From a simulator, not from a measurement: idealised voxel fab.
Herein follows the process module entitled voxel double patterning.
Square cells of 5 nm make up the cross-section cut, whose width is 165 nm.
Bands, listed from the top down, are how a cross-section gets written in this document; the cross-section itself is a grid of square cells, and a band is one or more rows of them. Look at the band entry: it leads with the top's height and the bottom's height in nm. Then it lists the materials left to right, with a width in nm for each. The word "edge to edge" on a single material says that material fills the band edge to edge. The word "empty" is empty space. Heights are measured from 0, the level below which the as-received wafer is all one material; the lowest band has no bottom and continues downward, written as in "0 and below". A width such as "30->40" changes by the same amount from each row of cells to the next, from the band's top row to its bottom row. "identical to before" means the step left every cell of the cross-section as it was. "Unvented cavities" means: voids of 8 cells or more that are shut off from the top with no open way through. Written width x height at distance, distance from the left edge, in nm. Post-settings text on a step line: simulator's own remark regarding the step. A step line may carry the setting "overlay nm", which, for steps involving a mask, states the distance by which the mask lay to the right of its intended position; negative values denote displacement to the left.

[Planned step list for the process]
1) RECEIVE, material Si
2) CONFORMAL_DEP, material SiO2, thk nm 5
3) DIRECTIONAL_DEP, material TiN, thk nm 10
4) DIRECTIONAL_DEP, material SiCN, thk nm 5
5) MASKED_ETCH, tone open, mask id FIRST, width nm 15, pitch nm 50, etch materials SiCN, depth nm 5, overlay nm 0
6) MASKED_ETCH, tone open, mask id SECOND, width nm 15, pitch nm 50, etch materials SiCN, depth nm 5, overlay nm 0
7) DIRECTIONAL_ETCH, etch materials TiN, depth nm 10
8) STRIP, etch materials SiCN

[So this is the incoming wafer in cross-section - it's already been through step 1]
	0 and below  Si edge to edge
	Unvented cavities: none

[First wafer of two, sectioned at end of module; run went per plan]
	15 down to 5  25 of TiN | 15 of empty | 10 of TiN | 15 of empty | 10 of TiN | 15 of empty | 10 of TiN | 15 of empty | 10 of TiN | 15 of empty | 25 of TiN
	5 down to 0  SiO2 edge to edge
	0 and below  Si edge to edge
	Unvented cavities: none

[Cross-section, wafer two of two, end of module: same start and plan as wafer one, one error in execution]
	15 down to 0  SiO2 edge to edge
	0 and below  Si edge to edge
	Unvented cavities: none
It is concluded that the wafer was processed incorrectly with respect to the plan, in that heads up, step 3 didn't go per plan, it actually ran as DIRECTIONAL_DEP, material SiO2, thk nm 10
Wrapping up, a cell-based count of both wafers puts the second over or under the first for these materials: SiO2 +66; TiN -36
